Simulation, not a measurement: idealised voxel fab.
This is a process module. Its name is voxel local oxidation.
We display cut, a cross-section 295 nm in width whose square cells are each 5 nm.
Heads up, the way a cross-section reads in here is a grid of square cells, handed over as bands from the top down, with every band being one or more rows of cells. Heads up on the band format: heights come first, top then bottom, in nm. After that it's the materials left to right, each with its width in nm. A single material flagged "throughout" fills the whole band edge to edge, and "blank" means there's empty space there. For the purposes of this specification, 0 denotes the height below which the wafer in its as-received condition is composed wholly of one material, and the lowermost band, lacking a lower limit, extends downward without end, as expressed in "0 down". Top row gets the first number, bottom row gets the second, and each row in between changes by the same step: that is how a band width like "30 to 40" works. Step marked "no modifications"? Then no cell in the cross-section changed in it. For the entry "Completely sealed voids", the listed items are empty spaces with no open way to the top whose size is 8 cells or more; each item follows the pattern width x height at distance, where distance is from the left edge and all three are in nm. Past the settings on a step's line: simulator remark, on that step. overlay nm: how far to the right of its planned place the mask lay on this masked step (negative: to the left).
[Planned process steps]
1. RECEIVE,material Si
2. CONFORMAL_DEP,material SiO2,thk nm 5
3. CONFORMAL_DEP,material SiN,thk nm 15
4. PATTERN,tone cover,mask id ACTIVE,material resist,width nm 115,thk nm 15,overlay nm 0
5. DIRECTIONAL_ETCH,etch materials SiN,depth nm 15
6. STRIP,etch materials resist
7. SELECTIVE_ETCH,etch materials SiO2,depth nm 5
8. OXIDIZE,depth nm 15
9. STRIP,etch materials SiN
Wafers differ in width nm at step 4; plan lists the first wafer's value; identical starting state.
[First of several wafers, received after step 1, in cross-section]
    0 down: Si throughout
    Completely sealed voids: none
[Take any row and you have a wafer at the end of the module: how many cells of each material it has gained (+) or lost (-) since it was received, and then its closed voids]
width nm 115 | -132 Si | +153 SiO2 | Completely sealed voids: none
width nm 120 | -129 Si | +151 SiO2 | Completely sealed voids: none
width nm 125 | -126 Si | +149 SiO2 | Completely sealed voids: none
width nm 130 | -123 Si | +147 SiO2 | Completely sealed voids: none
width nm 135 | -120 Si | +145 SiO2 | Completely sealed voids: none
width nm 140 | -117 Si | +143 SiO2 | Completely sealed voids: none
